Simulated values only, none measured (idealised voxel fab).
Process module heading - voxel spacer lines
Cross-section cut: width 195 nm, square cells of 5 nm.
This document writes a cross-section as a grid whose cells are square, and gives it as bands, listed from the top down; one or more rows of cells form a band. Band entry format. Leading values: height of top, height of bottom, nm. Remainder: materials in left-to-right order, each with its width in nm. Special words: "edge to edge" on a single material, which then fills the band edge to edge; "empty", empty space. For the purposes of this specification, 0 denotes the height below which the wafer in its as-received condition is composed wholly of one material, and the lowermost band, lacking a lower limit, extends downward without end, as expressed in "0..down". A two-number width, for instance "30 to 40", indicates that the width is equal to the first number in the top row of the band and to the second number in the bottom row, and that it changes by a constant amount per row of cells. A step reported as "no alterations made" is a step in which no cell of the cross-section changed. Entry "Fully closed voids" = empty spaces >= 8 cells with no open way to the top; each as width x height at distance, distance from left edge, all nm. On a step's line, text after the settings is the simulator commenting on that step. The setting "overlay nm" may be written on the line of a step. When the step uses a mask, the value reports how far to the right of the planned place the mask lay, and a negative value reports that it lay to the left.
-- Steps planned for the process
| 1 | op RECEIVE | material Si |
| 2 | op CONFORMAL_DEP | material Al2O3 | thk nm 10 |
| 3 | op DIRECTIONAL_DEP | material W | thk nm 15 |
| 4 | op DIRECTIONAL_DEP | material polySi | thk nm 25 |
| 5 | op PATTERN | tone cover | mask id MANDREL | material resist | width nm 20 | pitch nm 60 | thk nm 30 | overlay nm 0 |
| 6 | op DIRECTIONAL_ETCH | etch materials polySi | depth nm 25 |
| 7 | op STRIP | etch materials resist |
| 8 | op CONFORMAL_DEP | material SiO2 | thk nm 10 |
| 9 | op DIRECTIONAL_ETCH | etch materials SiO2 | depth nm 10 |
| 10 | op STRIP | etch materials polySi |
| 11 | op DIRECTIONAL_ETCH | etch materials W | depth nm 15 |
| 12 | op STRIP | etch materials SiO2 |
-- Account of the first of two wafers, which was processed as intended
-- Here's what the wafer looked like in cross-section when it arrived - that's after step 1
* 0..down = Si edge to edge
* Fully closed voids: none
-- Presented here is a cross-section of the wafer after step 2 has been performed
* 10..0 = Al2O3 edge to edge
* Heights below 0 show no change.
-- Presented here is a cross-section of the wafer after step 3 has been performed
* 25..10 = W edge to edge
* Heights below 10 show no change.
-- Presented here is a cross-section of the wafer after step 4 has been performed
* 50..25 = polySi edge to edge
* Heights below 25 show no change.
-- Presented here is a cross-section of the wafer after step 5 has been performed
* 80..50 = empty 25 nm; resist 20 nm; empty 40 nm; resist 20 nm; empty 40 nm; resist 20 nm; empty 30 nm
* Heights below 50 show no change.
-- Presented here is a cross-section of the wafer after step 6 has been performed
* 80..50 = empty 25 nm; resist 20 nm; empty 40 nm; resist 20 nm; empty 40 nm; resist 20 nm; empty 30 nm
* 50..25 = empty 25 nm; polySi 20 nm; empty 40 nm; polySi 20 nm; empty 40 nm; polySi 20 nm; empty 30 nm
* Heights below 25 show no change.
-- Presented here is a cross-section of the wafer after step 7 has been performed
* 50..25 = empty 25 nm; polySi 20 nm; empty 40 nm; polySi 20 nm; empty 40 nm; polySi 20 nm; empty 30 nm
* Heights below 25 show no change.
-- Presented here is a cross-section of the wafer after step 8 has been performed
* 60..50 = empty 15 nm; SiO2 40 nm; empty 20 nm; SiO2 40 nm; empty 20 nm; SiO2 40 nm; empty 20 nm
* 50..35 = empty 15 nm; SiO2 10 nm; polySi 20 nm; SiO2 10 nm; empty 20 nm; SiO2 10 nm; polySi 20 nm; SiO2 10 nm; empty 20 nm; SiO2 10 nm; polySi 20 nm; SiO2 10 nm; empty 20 nm
* 35..25 = SiO2 25 nm; polySi 20 nm; SiO2 40 nm; polySi 20 nm; SiO2 40 nm; polySi 20 nm; SiO2 30 nm
* Heights below 25 show no change.
-- Presented here is a cross-section of the wafer after step 9 has been performed
* 50..25 = empty 15 nm; SiO2 10 nm; polySi 20 nm; SiO2 10 nm; empty 20 nm; SiO2 10 nm; polySi 20 nm; SiO2 10 nm; empty 20 nm; SiO2 10 nm; polySi 20 nm; SiO2 10 nm; empty 20 nm
* Heights below 25 show no change.
-- Presented here is a cross-section of the wafer after step 10 has been performed
* 50..25 = empty 15 nm; SiO2 10 nm; empty 20 nm; SiO2 10 nm; empty 20 nm; SiO2 10 nm; empty 20 nm; SiO2 10 nm; empty 20 nm; SiO2 10 nm; empty 20 nm; SiO2 10 nm; empty 20 nm
* Heights below 25 show no change.
-- Presented here is a cross-section of the wafer after step 11 has been performed
* 50..25 = empty 15 nm; SiO2 10 nm; empty 20 nm; SiO2 10 nm; empty 20 nm; SiO2 10 nm; empty 20 nm; SiO2 10 nm; empty 20 nm; SiO2 10 nm; empty 20 nm; SiO2 10 nm; empty 20 nm
* 25..10 = empty 15 nm; W 10 nm; empty 20 nm; W 10 nm; empty 20 nm; W 10 nm; empty 20 nm; W 10 nm; empty 20 nm; W 10 nm; empty 20 nm; W 10 nm; empty 20 nm
* Heights below 10 show no change.
-- Presented here is a cross-section of the wafer after step 12 has been performed
* 25..10 = empty 15 nm; W 10 nm; empty 20 nm; W 10 nm; empty 20 nm; W 10 nm; empty 20 nm; W 10 nm; empty 20 nm; W 10 nm; empty 20 nm; W 10 nm; empty 20 nm
* Heights below 10 show no change.
-- Wafer two. Identical start, identical plan. One mistake in execution. Identical history through step 2
-- Look at the second wafer in cross-section at the time step 3 ought to have finished
* 35..10 = polySi edge to edge
* Heights below 10 show no change.
-- Look at the second wafer in cross-section at the time step 4 ought to have finished
* 50..35 = W edge to edge
* Heights below 35 show no change.
-- Look at the second wafer in cross-section at the time step 5 ought to have finished
* 80..50 = empty 25 nm; resist 20 nm; empty 40 nm; resist 20 nm; empty 40 nm; resist 20 nm; empty 30 nm
* Heights below 50 show no change.
Look at the second wafer in cross-section at the time step 6 ought to have finished: no alterations made
-- Look at the second wafer in cross-section at the time step 7 ought to have finished
* 50..35 = W edge to edge
* Heights below 35 show no change.
-- Look at the second wafer in cross-section at the time step 8 ought to have finished
* 60..50 = SiO2 edge to edge
* Heights below 50 show no change.
-- Look at the second wafer in cross-section at the time step 9 ought to have finished
* 50..35 = W edge to edge
* Heights below 35 show no change.
Look at the second wafer in cross-section at the time step 10 ought to have finished: no alterations made
-- Look at the second wafer in cross-section at the time step 11 ought to have finished
* 35..10 = polySi edge to edge
* Heights below 10 show no change.
Look at the second wafer in cross-section at the time step 12 ought to have finished: no alterations made
Heads up, the wafer didn't run the way we planned it: steps 3 and 4 run out of order (swapped)
Once processing is complete, comparing cell counts shows that the second wafer has more or fewer of certain materials than the first: 36 fewer of W | 195 more of polySi
